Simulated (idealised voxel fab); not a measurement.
process module | voxel transistor to metal
cross-section cut | 160 nm wide | cells 5 nm
A cross-section is a grid of square cells, given in bands from the top down. A band is one or more rows of cells.
Each band's line starts with the height of the band's top and of its bottom, in nm. Then come its materials from left to right, each with its width in nm. One material with "throughout" fills the band from edge to edge. "air" is empty space.
Height 0 is the level under which the wafer as received is all one material. The lowest band goes on downwards, as in "0 down".
A width such as "30 to 40" changes by the same amount from each row of cells to the next, from the band's top row to its bottom row.
"no change" after a step means that no cell of the cross-section changed.
closed voids: empty space of 8 cells or more with no open way to the top, each as width x height at its distance from the left edge, in nm
after a step's settings: what the simulator itself notes on the step
overlay nm, on a step with a mask: how far to the right of its planned place the mask lay; to the left if negative
plan
1 op RECEIVE | material Si
2 op OXIDIZE | depth nm 5
3 op CONFORMAL_DEP | material SiN | thk nm 10
4 op MASKED_ETCH | tone cover | mask id ACTIVE | width nm 110 | etch materials SiN | depth nm 10 | overlay nm 0
5 op MASKED_ETCH | tone cover | mask id ACTIVE | width nm 110 | etch materials SiO2 | depth nm 5 | overlay nm 0
6 op MASKED_ETCH | tone cover | mask id ACTIVE | width nm 110 | etch materials Si | depth nm 25 | overlay nm 0
7 op FILL_DEP | material SiO2 | thk nm 5
8 op CMP | height nm 10
9 op SELECTIVE_ETCH | etch materials SiO2 | depth nm 5
10 op STRIP | etch materials SiN
11 op SELECTIVE_ETCH | etch materials SiO2 | depth nm 5
12 op OXIDIZE | depth nm 5
13 op DIRECTIONAL_DEP | material polySi | thk nm 20
14 op DIRECTIONAL_DEP | material SiCN | thk nm 15
15 op PATTERN | tone cover | mask id GATE | material resist | width nm 30 | thk nm 15 | overlay nm 0
16 op DIRECTIONAL_ETCH | etch materials SiCN | depth nm 25
17 op DIRECTIONAL_ETCH | etch materials polySi | depth nm 30
18 op STRIP | etch materials resist
19 op CONFORMAL_DEP | material SiO2 | thk nm 5
20 op DIRECTIONAL_ETCH | etch materials SiO2 | depth nm 5
21 op CONFORMAL_DEP | material SiN | thk nm 10
22 op DIRECTIONAL_ETCH | etch materials SiN | depth nm 10
23 op DIRECTIONAL_ETCH | etch materials SiO2 | depth nm 5
24 op EPI | material nSi | thk nm 5
25 op FILL_DEP | material SiO2 | thk nm 5
26 op CMP | height nm 15
27 op STRIP | etch materials polySi
28 op SELECTIVE_ETCH | etch materials SiO2 | depth nm 5
29 op CONFORMAL_DEP | material HfO2 | thk nm 5
30 op CONFORMAL_DEP | material TiN | thk nm 5
31 op FILL_DEP | material W | thk nm 5
32 op CMP | height nm 10
33 op DIRECTIONAL_DEP | material SiO2 | thk nm 10
34 op MASKED_ETCH | tone open | mask id CONTACT | width nm 20 | pitch nm 80 | etch materials SiO2 | depth nm 25 | overlay nm 0
35 op CONFORMAL_DEP | material TiN | thk nm 5
36 op FILL_DEP | material W | thk nm 10
37 op CMP | height nm 20
38 op DIRECTIONAL_DEP | material TiN | thk nm 5
39 op DIRECTIONAL_DEP | material W | thk nm 25
40 op MASKED_ETCH | tone cover | mask id METAL_1 | width nm 20 | pitch nm 80 | etch materials W | depth nm 25 | overlay nm 0
41 op MASKED_ETCH | tone cover | mask id METAL_1 | width nm 20 | pitch nm 80 | etch materials TiN | depth nm 5 | overlay nm 0
42 op CONFORMAL_DEP | material SiCN | thk nm 5
43 op FILL_DEP | material lowk | thk nm 10
44 op CMP | height nm 50
45 op CONFORMAL_DEP | material SiCN | thk nm 5
first wafer, as planned
as received, after step 1
  0 down: Si throughout
  closed voids: none
after step 2
  0 to -5: SiO2 throughout
  below -5: unchanged
after step 3
  10 to 0: SiN throughout
  below 0: unchanged
after step 4
  10 to 0: air 25 | SiN 110 | air 25
  below 0: unchanged
after step 5
  10 to 0: air 25 | SiN 110 | air 25
  0 to -5: air 25 | SiO2 110 | air 25
  below -5: unchanged
after step 6
  10 to 0: air 25 | SiN 110 | air 25
  0 to -5: air 25 | SiO2 110 | air 25
  -5 to -30: air 25 | Si 110 | air 25
  below -30: unchanged
after step 7
  15 to 10: SiO2 throughout
  10 to 0: SiO2 25 | SiN 110 | SiO2 25
  0 to -5: SiO2 throughout
  -5 to -30: SiO2 25 | Si 110 | SiO2 25
  below -30: unchanged
after step 8
  10 to 0: SiO2 25 | SiN 110 | SiO2 25
  below 0: unchanged
after step 9
  10 to 5: air 25 | SiN 110 | air 25
  below 5: unchanged
after step 10
  5 to 0: SiO2 25 | air 110 | SiO2 25
  below 0: unchanged
after step 11
  0 to -5: SiO2 20 | air 120 | SiO2 20
  below -5: unchanged
after step 12
  0 to -5: SiO2 20 | air 120 | SiO2 20
  -5 to -10: SiO2 throughout
  below -10: unchanged
after step 13
  20 to 15: polySi 20 | air 120 | polySi 20
  15 to 0: polySi throughout
  0 to -5: SiO2 20 | polySi 120 | SiO2 20
  below -5: unchanged
after step 14
  35 to 30: SiCN 20 | air 120 | SiCN 20
  30 to 20: SiCN throughout
  20 to 15: polySi 20 | SiCN 120 | polySi 20
  below 15: unchanged
after step 15
  50 to 35: air 65 | resist 30 | air 65
  35 to 30: SiCN 20 | air 45 | resist 30 | air 45 | SiCN 20
  below 30: unchanged
after step 16
  50 to 30: air 65 | resist 30 | air 65
  30 to 20: air 65 | SiCN 30 | air 65
  20 to 15: polySi 20 | air 45 | SiCN 30 | air 45 | polySi 20
  below 15: unchanged
after step 17
  50 to 30: air 65 | resist 30 | air 65
  30 to 15: air 65 | SiCN 30 | air 65
  15 to 0: air 65 | polySi 30 | air 65
  0 to -5: SiO2 20 | air 45 | polySi 30 | air 45 | SiO2 20
  below -5: unchanged
after step 18
  30 to 15: air 65 | SiCN 30 | air 65
  below 15: unchanged
after step 19
  35 to 30: air 60 | SiO2 40 | air 60
  30 to 15: air 60 | SiO2 5 | SiCN 30 | SiO2 5 | air 60
  15 to 5: air 60 | SiO2 5 | polySi 30 | SiO2 5 | air 60
  5 to 0: SiO2 25 | air 35 | SiO2 5 | polySi 30 | SiO2 5 | air 35 | SiO2 25
  0 to -5: SiO2 65 | polySi 30 | SiO2 65
  below -5: unchanged
after step 20
  30 to 15: air 60 | SiO2 5 | SiCN 30 | SiO2 5 | air 60
  15 to 0: air 60 | SiO2 5 | polySi 30 | SiO2 5 | air 60
  0 to -5: SiO2 25 | air 35 | SiO2 5 | polySi 30 | SiO2 5 | air 35 | SiO2 25
  below -5: unchanged
after step 21
  40 to 30: air 50 | SiN 60 | air 50
  30 to 15: air 50 | SiN 10 | SiO2 5 | SiCN 30 | SiO2 5 | SiN 10 | air 50
  15 to 10: air 50 | SiN 10 | SiO2 5 | polySi 30 | SiO2 5 | SiN 10 | air 50
  10 to 5: SiN 35 | air 15 | SiN 10 | SiO2 5 | polySi 30 | SiO2 5 | SiN 10 | air 15 | SiN 35
  5 to 0: SiN 60 | SiO2 5 | polySi 30 | SiO2 5 | SiN 60
  0 to -5: SiO2 25 | SiN 35 | SiO2 5 | polySi 30 | SiO2 5 | SiN 35 | SiO2 25
  below -5: unchanged
after step 22
  30 to 15: air 50 | SiN 10 | SiO2 5 | SiCN 30 | SiO2 5 | SiN 10 | air 50
  15 to 0: air 50 | SiN 10 | SiO2 5 | polySi 30 | SiO2 5 | SiN 10 | air 50
  0 to -5: SiO2 25 | SiN 10 | air 15 | SiN 10 | SiO2 5 | polySi 30 | SiO2 5 | SiN 10 | air 15 | SiN 10 | SiO2 25
  below -5: unchanged
after step 23
  30 to 25: air 50 | SiN 10 | air 5 | SiCN 30 | air 5 | SiN 10 | air 50
  25 to 15: air 50 | SiN 10 | SiO2 5 | SiCN 30 | SiO2 5 | SiN 10 | air 50
  15 to 0: air 50 | SiN 10 | SiO2 5 | polySi 30 | SiO2 5 | SiN 10 | air 50
  0 to -5: air 25 | SiN 10 | air 15 | SiN 10 | SiO2 5 | polySi 30 | SiO2 5 | SiN 10 | air 15 | SiN 10 | air 25
  -5 to -10: SiO2 35 | air 15 | SiO2 60 | air 15 | SiO2 35
  below -10: unchanged
after step 24
  30 to 25: air 50 | SiN 10 | air 5 | SiCN 30 | air 5 | SiN 10 | air 50
  25 to 15: air 50 | SiN 10 | SiO2 5 | SiCN 30 | SiO2 5 | SiN 10 | air 50
  15 to 0: air 50 | SiN 10 | SiO2 5 | polySi 30 | SiO2 5 | SiN 10 | air 50
  0 to -5: air 25 | SiN 10 | air 15 | SiN 10 | SiO2 5 | polySi 30 | SiO2 5 | SiN 10 | air 15 | SiN 10 | air 25
  -5 to -10: SiO2 35 | nSi 15 | SiO2 60 | nSi 15 | SiO2 35
  below -10: unchanged
after step 25
  35 to 30: SiO2 throughout
  30 to 15: SiO2 50 | SiN 10 | SiO2 5 | SiCN 30 | SiO2 5 | SiN 10 | SiO2 50
  15 to 0: SiO2 50 | SiN 10 | SiO2 5 | polySi 30 | SiO2 5 | SiN 10 | SiO2 50
  0 to -5: SiO2 25 | SiN 10 | SiO2 15 | SiN 10 | SiO2 5 | polySi 30 | SiO2 5 | SiN 10 | SiO2 15 | SiN 10 | SiO2 25
  below -5: unchanged
after step 26
  15 to 0: SiO2 50 | SiN 10 | SiO2 5 | polySi 30 | SiO2 5 | SiN 10 | SiO2 50
  below 0: unchanged
after step 27
  15 to 0: SiO2 50 | SiN 10 | SiO2 5 | air 30 | SiO2 5 | SiN 10 | SiO2 50
  0 to -5: SiO2 25 | SiN 10 | SiO2 15 | SiN 10 | SiO2 5 | air 30 | SiO2 5 | SiN 10 | SiO2 15 | SiN 10 | SiO2 25
  below -5: unchanged
after step 28
  15 to 10: air 50 | SiN 10 | air 40 | SiN 10 | air 50
  10 to 0: SiO2 50 | SiN 10 | air 40 | SiN 10 | SiO2 50
  0 to -5: SiO2 25 | SiN 10 | SiO2 15 | SiN 10 | air 40 | SiN 10 | SiO2 15 | SiN 10 | SiO2 25
  -5 to -10: SiO2 35 | nSi 15 | SiO2 10 | air 40 | SiO2 10 | nSi 15 | SiO2 35
  below -10: unchanged
after step 29
  20 to 15: air 45 | HfO2 20 | air 30 | HfO2 20 | air 45
  15 to 10: HfO2 50 | SiN 10 | HfO2 5 | air 30 | HfO2 5 | SiN 10 | HfO2 50
  10 to 0: SiO2 50 | SiN 10 | HfO2 5 | air 30 | HfO2 5 | SiN 10 | SiO2 50
  0 to -5: SiO2 25 | SiN 10 | SiO2 15 | SiN 10 | HfO2 5 | air 30 | HfO2 5 | SiN 10 | SiO2 15 | SiN 10 | SiO2 25
  -5 to -10: SiO2 35 | nSi 15 | SiO2 10 | HfO2 40 | SiO2 10 | nSi 15 | SiO2 35
  below -10: unchanged
after step 30
  25 to 20: air 40 | TiN 30 | air 20 | TiN 30 | air 40
  20 to 15: TiN 45 | HfO2 20 | TiN 5 | air 20 | TiN 5 | HfO2 20 | TiN 45
  15 to 10: HfO2 50 | SiN 10 | HfO2 5 | TiN 5 | air 20 | TiN 5 | HfO2 5 | SiN 10 | HfO2 50
  10 to 0: SiO2 50 | SiN 10 | HfO2 5 | TiN 5 | air 20 | TiN 5 | HfO2 5 | SiN 10 | SiO2 50
  0 to -5: SiO2 25 | SiN 10 | SiO2 15 | SiN 10 | HfO2 5 | TiN 30 | HfO2 5 | SiN 10 | SiO2 15 | SiN 10 | SiO2 25
  below -5: unchanged
after step 31
  30 to 25: W throughout
  25 to 20: W 40 | TiN 30 | W 20 | TiN 30 | W 40
  20 to 15: TiN 45 | HfO2 20 | TiN 5 | W 20 | TiN 5 | HfO2 20 | TiN 45
  15 to 10: HfO2 50 | SiN 10 | HfO2 5 | TiN 5 | W 20 | TiN 5 | HfO2 5 | SiN 10 | HfO2 50
  10 to 0: SiO2 50 | SiN 10 | HfO2 5 | TiN 5 | W 20 | TiN 5 | HfO2 5 | SiN 10 | SiO2 50
  below 0: unchanged
after step 32
  10 to 0: SiO2 50 | SiN 10 | HfO2 5 | TiN 5 | W 20 | TiN 5 | HfO2 5 | SiN 10 | SiO2 50
  below 0: unchanged
after step 33
  20 to 10: SiO2 throughout
  below 10: unchanged
after step 34
  20 to 10: SiO2 30 | air 20 | SiO2 60 | air 20 | SiO2 30
  10 to 0: SiO2 30 | air 20 | SiN 10 | HfO2 5 | TiN 5 | W 20 | TiN 5 | HfO2 5 | SiN 10 | air 20 | SiO2 30
  0 to -5: SiO2 25 | SiN 10 | air 15 | SiN 10 | HfO2 5 | TiN 30 | HfO2 5 | SiN 10 | air 15 | SiN 10 | SiO2 25
  below -5: unchanged
after step 35
  25 to 20: TiN 35 | air 10 | TiN 70 | air 10 | TiN 35
  20 to 10: SiO2 30 | TiN 5 | air 10 | TiN 5 | SiO2 60 | TiN 5 | air 10 | TiN 5 | SiO2 30
  10 to 0: SiO2 30 | TiN 5 to 10 | air 10 to 5 | TiN 5 | SiN 10 | HfO2 5 | TiN 5 | W 20 | TiN 5 | HfO2 5 | SiN 10 | TiN 5 | air 10 to 5 | TiN 5 to 10 | SiO2 30
  0 to -5: SiO2 25 | SiN 10 | TiN 15 | SiN 10 | HfO2 5 | TiN 30 | HfO2 5 | SiN 10 | TiN 15 | SiN 10 | SiO2 25
  below -5: unchanged
after step 36
  35 to 25: W throughout
  25 to 20: TiN 35 | W 10 | TiN 70 | W 10 | TiN 35
  20 to 10: SiO2 30 | TiN 5 | W 10 | TiN 5 | SiO2 60 | TiN 5 | W 10 | TiN 5 | SiO2 30
  10 to 0: SiO2 30 | TiN 5 to 10 | W 10 to 5 | TiN 5 | SiN 10 | HfO2 5 | TiN 5 | W 20 | TiN 5 | HfO2 5 | SiN 10 | TiN 5 | W 10 to 5 | TiN 5 to 10 | SiO2 30
  below 0: unchanged
after step 37
  20 to 10: SiO2 30 | TiN 5 | W 10 | TiN 5 | SiO2 60 | TiN 5 | W 10 | TiN 5 | SiO2 30
  below 10: unchanged
after step 38
  25 to 20: TiN throughout
  below 20: unchanged
after step 39
  50 to 25: W throughout
  below 25: unchanged
after step 40
  50 to 25: air 30 | W 20 | air 60 | W 20 | air 30
  below 25: unchanged
after step 41
  50 to 25: air 30 | W 20 | air 60 | W 20 | air 30
  25 to 20: air 30 | TiN 20 | air 60 | TiN 20 | air 30
  below 20: unchanged
after step 42
  55 to 50: air 25 | SiCN 30 | air 50 | SiCN 30 | air 25
  50 to 25: air 25 | SiCN 5 | W 20 | SiCN 5 | air 50 | SiCN 5 | W 20 | SiCN 5 | air 25
  25 to 20: SiCN 30 | TiN 20 | SiCN 60 | TiN 20 | SiCN 30
  below 20: unchanged
after step 43
  65 to 55: lowk throughout
  55 to 50: lowk 25 | SiCN 30 | lowk 50 | SiCN 30 | lowk 25
  50 to 25: lowk 25 | SiCN 5 | W 20 | SiCN 5 | lowk 50 | SiCN 5 | W 20 | SiCN 5 | lowk 25
  below 25: unchanged
after step 44
  50 to 25: lowk 25 | SiCN 5 | W 20 | SiCN 5 | lowk 50 | SiCN 5 | W 20 | SiCN 5 | lowk 25
  below 25: unchanged
after step 45
  55 to 50: SiCN throughout
  below 50: unchanged
second wafer: like start, like plan, one mistake. Through step 14 it matches the first wafer
when step 15 should have ended
  50 to 35: air 70 | resist 20 | air 70
  35 to 30: SiCN 20 | air 50 | resist 20 | air 50 | SiCN 20
  below 30: unchanged
when step 16 should have ended
  50 to 30: air 70 | resist 20 | air 70
  30 to 20: air 70 | SiCN 20 | air 70
  20 to 15: polySi 20 | air 50 | SiCN 20 | air 50 | polySi 20
  below 15: unchanged
when step 17 should have ended
  50 to 30: air 70 | resist 20 | air 70
  30 to 15: air 70 | SiCN 20 | air 70
  15 to 0: air 70 | polySi 20 | air 70
  0 to -5: SiO2 20 | air 50 | polySi 20 | air 50 | SiO2 20
  below -5: unchanged
when step 18 should have ended
  30 to 15: air 70 | SiCN 20 | air 70
  below 15: unchanged
when step 19 should have ended
  35 to 30: air 65 | SiO2 30 | air 65
  30 to 15: air 65 | SiO2 5 | SiCN 20 | SiO2 5 | air 65
  15 to 5: air 65 | SiO2 5 | polySi 20 | SiO2 5 | air 65
  5 to 0: SiO2 25 | air 40 | SiO2 5 | polySi 20 | SiO2 5 | air 40 | SiO2 25
  0 to -5: SiO2 70 | polySi 20 | SiO2 70
  below -5: unchanged
when step 20 should have ended
  30 to 15: air 65 | SiO2 5 | SiCN 20 | SiO2 5 | air 65
  15 to 0: air 65 | SiO2 5 | polySi 20 | SiO2 5 | air 65
  0 to -5: SiO2 25 | air 40 | SiO2 5 | polySi 20 | SiO2 5 | air 40 | SiO2 25
  below -5: unchanged
when step 21 should have ended
  40 to 30: air 55 | SiN 50 | air 55
  30 to 15: air 55 | SiN 10 | SiO2 5 | SiCN 20 | SiO2 5 | SiN 10 | air 55
  15 to 10: air 55 | SiN 10 | SiO2 5 | polySi 20 | SiO2 5 | SiN 10 | air 55
  10 to 5: SiN 35 | air 20 | SiN 10 | SiO2 5 | polySi 20 | SiO2 5 | SiN 10 | air 20 | SiN 35
  5 to 0: SiN 65 | SiO2 5 | polySi 20 | SiO2 5 | SiN 65
  0 to -5: SiO2 25 | SiN 40 | SiO2 5 | polySi 20 | SiO2 5 | SiN 40 | SiO2 25
  below -5: unchanged
when step 22 should have ended
  30 to 15: air 55 | SiN 10 | SiO2 5 | SiCN 20 | SiO2 5 | SiN 10 | air 55
  15 to 0: air 55 | SiN 10 | SiO2 5 | polySi 20 | SiO2 5 | SiN 10 | air 55
  0 to -5: SiO2 25 | SiN 10 | air 20 | SiN 10 | SiO2 5 | polySi 20 | SiO2 5 | SiN 10 | air 20 | SiN 10 | SiO2 25
  below -5: unchanged
when step 23 should have ended
  30 to 25: air 55 | SiN 10 | air 5 | SiCN 20 | air 5 | SiN 10 | air 55
  25 to 15: air 55 | SiN 10 | SiO2 5 | SiCN 20 | SiO2 5 | SiN 10 | air 55
  15 to 0: air 55 | SiN 10 | SiO2 5 | polySi 20 | SiO2 5 | SiN 10 | air 55
  0 to -5: air 25 | SiN 10 | air 20 | SiN 10 | SiO2 5 | polySi 20 | SiO2 5 | SiN 10 | air 20 | SiN 10 | air 25
  -5 to -10: SiO2 35 | air 20 | SiO2 50 | air 20 | SiO2 35
  below -10: unchanged
when step 24 should have ended
  30 to 25: air 55 | SiN 10 | air 5 | SiCN 20 | air 5 | SiN 10 | air 55
  25 to 15: air 55 | SiN 10 | SiO2 5 | SiCN 20 | SiO2 5 | SiN 10 | air 55
  15 to 0: air 55 | SiN 10 | SiO2 5 | polySi 20 | SiO2 5 | SiN 10 | air 55
  0 to -5: air 25 | SiN 10 | air 20 | SiN 10 | SiO2 5 | polySi 20 | SiO2 5 | SiN 10 | air 20 | SiN 10 | air 25
  -5 to -10: SiO2 35 | nSi 20 | SiO2 50 | nSi 20 | SiO2 35
  below -10: unchanged
when step 25 should have ended
  35 to 30: SiO2 throughout
  30 to 15: SiO2 55 | SiN 10 | SiO2 5 | SiCN 20 | SiO2 5 | SiN 10 | SiO2 55
  15 to 0: SiO2 55 | SiN 10 | SiO2 5 | polySi 20 | SiO2 5 | SiN 10 | SiO2 55
  0 to -5: SiO2 25 | SiN 10 | SiO2 20 | SiN 10 | SiO2 5 | polySi 20 | SiO2 5 | SiN 10 | SiO2 20 | SiN 10 | SiO2 25
  below -5: unchanged
when step 26 should have ended
  15 to 0: SiO2 55 | SiN 10 | SiO2 5 | polySi 20 | SiO2 5 | SiN 10 | SiO2 55
  below 0: unchanged
when step 27 should have ended
  15 to 0: SiO2 55 | SiN 10 | SiO2 5 | air 20 | SiO2 5 | SiN 10 | SiO2 55
  0 to -5: SiO2 25 | SiN 10 | SiO2 20 | SiN 10 | SiO2 5 | air 20 | SiO2 5 | SiN 10 | SiO2 20 | SiN 10 | SiO2 25
  below -5: unchanged
when step 28 should have ended
  15 to 10: air 55 | SiN 10 | air 30 | SiN 10 | air 55
  10 to 0: SiO2 55 | SiN 10 | air 30 | SiN 10 | SiO2 55
  0 to -5: SiO2 25 | SiN 10 | SiO2 20 | SiN 10 | air 30 | SiN 10 | SiO2 20 | SiN 10 | SiO2 25
  -5 to -10: SiO2 35 | nSi 20 | SiO2 10 | air 30 | SiO2 10 | nSi 20 | SiO2 35
  below -10: unchanged
when step 29 should have ended
  20 to 15: air 50 | HfO2 20 | air 20 | HfO2 20 | air 50
  15 to 10: HfO2 55 | SiN 10 | HfO2 5 | air 20 | HfO2 5 | SiN 10 | HfO2 55
  10 to 0: SiO2 55 | SiN 10 | HfO2 5 | air 20 | HfO2 5 | SiN 10 | SiO2 55
  0 to -5: SiO2 25 | SiN 10 | SiO2 20 | SiN 10 | HfO2 5 | air 20 | HfO2 5 | SiN 10 | SiO2 20 | SiN 10 | SiO2 25
  -5 to -10: SiO2 35 | nSi 20 | SiO2 10 | HfO2 30 | SiO2 10 | nSi 20 | SiO2 35
  below -10: unchanged
when step 30 should have ended
  25 to 20: air 45 | TiN 30 | air 10 | TiN 30 | air 45
  20 to 15: TiN 50 | HfO2 20 | TiN 5 | air 10 | TiN 5 | HfO2 20 | TiN 50
  15 to 10: HfO2 55 | SiN 10 | HfO2 5 | TiN 5 | air 10 | TiN 5 | HfO2 5 | SiN 10 | HfO2 55
  10 to 0: SiO2 55 | SiN 10 | HfO2 5 | TiN 5 | air 10 | TiN 5 | HfO2 5 | SiN 10 | SiO2 55
  0 to -5: SiO2 25 | SiN 10 | SiO2 20 | SiN 10 | HfO2 5 | TiN 20 | HfO2 5 | SiN 10 | SiO2 20 | SiN 10 | SiO2 25
  below -5: unchanged
when step 31 should have ended
  30 to 25: W throughout
  25 to 20: W 45 | TiN 30 | W 10 | TiN 30 | W 45
  20 to 15: TiN 50 | HfO2 20 | TiN 5 | W 10 | TiN 5 | HfO2 20 | TiN 50
  15 to 10: HfO2 55 | SiN 10 | HfO2 5 | TiN 5 | W 10 | TiN 5 | HfO2 5 | SiN 10 | HfO2 55
  10 to 0: SiO2 55 | SiN 10 | HfO2 5 | TiN 5 | W 10 | TiN 5 | HfO2 5 | SiN 10 | SiO2 55
  below 0: unchanged
when step 32 should have ended
  10 to 0: SiO2 55 | SiN 10 | HfO2 5 | TiN 5 | W 10 | TiN 5 | HfO2 5 | SiN 10 | SiO2 55
  below 0: unchanged
when step 33 should have ended
  20 to 10: SiO2 throughout
  below 10: unchanged
when step 34 should have ended
  20 to 10: SiO2 30 | air 20 | SiO2 60 | air 20 | SiO2 30
  10 to 0: SiO2 30 | air 20 | SiO2 5 | SiN 10 | HfO2 5 | TiN 5 | W 10 | TiN 5 | HfO2 5 | SiN 10 | SiO2 5 | air 20 | SiO2 30
  0 to -5: SiO2 25 | SiN 10 | air 15 | SiO2 5 | SiN 10 | HfO2 5 | TiN 20 | HfO2 5 | SiN 10 | SiO2 5 | air 15 | SiN 10 | SiO2 25
  below -5: unchanged
when step 35 should have ended
  25 to 20: TiN 35 | air 10 | TiN 70 | air 10 | TiN 35
  20 to 10: SiO2 30 | TiN 5 | air 10 | TiN 5 | SiO2 60 | TiN 5 | air 10 | TiN 5 | SiO2 30
  10 to 0: SiO2 30 | TiN 5 to 10 | air 10 to 5 | TiN 5 | SiO2 5 | SiN 10 | HfO2 5 | TiN 5 | W 10 | TiN 5 | HfO2 5 | SiN 10 | SiO2 5 | TiN 5 | air 10 to 5 | TiN 5 to 10 | SiO2 30
  0 to -5: SiO2 25 | SiN 10 | TiN 15 | SiO2 5 | SiN 10 | HfO2 5 | TiN 20 | HfO2 5 | SiN 10 | SiO2 5 | TiN 15 | SiN 10 | SiO2 25
  below -5: unchanged
when step 36 should have ended
  35 to 25: W throughout
  25 to 20: TiN 35 | W 10 | TiN 70 | W 10 | TiN 35
  20 to 10: SiO2 30 | TiN 5 | W 10 | TiN 5 | SiO2 60 | TiN 5 | W 10 | TiN 5 | SiO2 30
  10 to 0: SiO2 30 | TiN 5 to 10 | W 10 to 5 | TiN 5 | SiO2 5 | SiN 10 | HfO2 5 | TiN 5 | W 10 | TiN 5 | HfO2 5 | SiN 10 | SiO2 5 | TiN 5 | W 10 to 5 | TiN 5 to 10 | SiO2 30
  below 0: unchanged
when step 37 should have ended
  20 to 10: SiO2 30 | TiN 5 | W 10 | TiN 5 | SiO2 60 | TiN 5 | W 10 | TiN 5 | SiO2 30
  below 10: unchanged
when step 38 should have ended
  25 to 20: TiN throughout
  below 20: unchanged
when step 39 should have ended
  50 to 25: W throughout
  below 25: unchanged
when step 40 should have ended
  50 to 25: air 30 | W 20 | air 60 | W 20 | air 30
  below 25: unchanged
when step 41 should have ended
  50 to 25: air 30 | W 20 | air 60 | W 20 | air 30
  25 to 20: air 30 | TiN 20 | air 60 | TiN 20 | air 30
  below 20: unchanged
when step 42 should have ended
  55 to 50: air 25 | SiCN 30 | air 50 | SiCN 30 | air 25
  50 to 25: air 25 | SiCN 5 | W 20 | SiCN 5 | air 50 | SiCN 5 | W 20 | SiCN 5 | air 25
  25 to 20: SiCN 30 | TiN 20 | SiCN 60 | TiN 20 | SiCN 30
  below 20: unchanged
when step 43 should have ended
  65 to 55: lowk throughout
  55 to 50: lowk 25 | SiCN 30 | lowk 50 | SiCN 30 | lowk 25
  50 to 25: lowk 25 | SiCN 5 | W 20 | SiCN 5 | lowk 50 | SiCN 5 | W 20 | SiCN 5 | lowk 25
  below 25: unchanged
when step 44 should have ended
  50 to 25: lowk 25 | SiCN 5 | W 20 | SiCN 5 | lowk 50 | SiCN 5 | W 20 | SiCN 5 | lowk 25
  below 25: unchanged
when step 45 should have ended
  55 to 50: SiCN throughout
  below 50: unchanged
what went wrong: step 15 ran as: op PATTERN | tone cover | mask id GATE | material resist | width nm 20 | thk nm 15 | overlay nm 0
at the end the second wafer has, in cells: 2 fewer of HfO2 | 6 more of SiO2 | 2 fewer of TiN | 4 fewer of W | 2 more of nSi
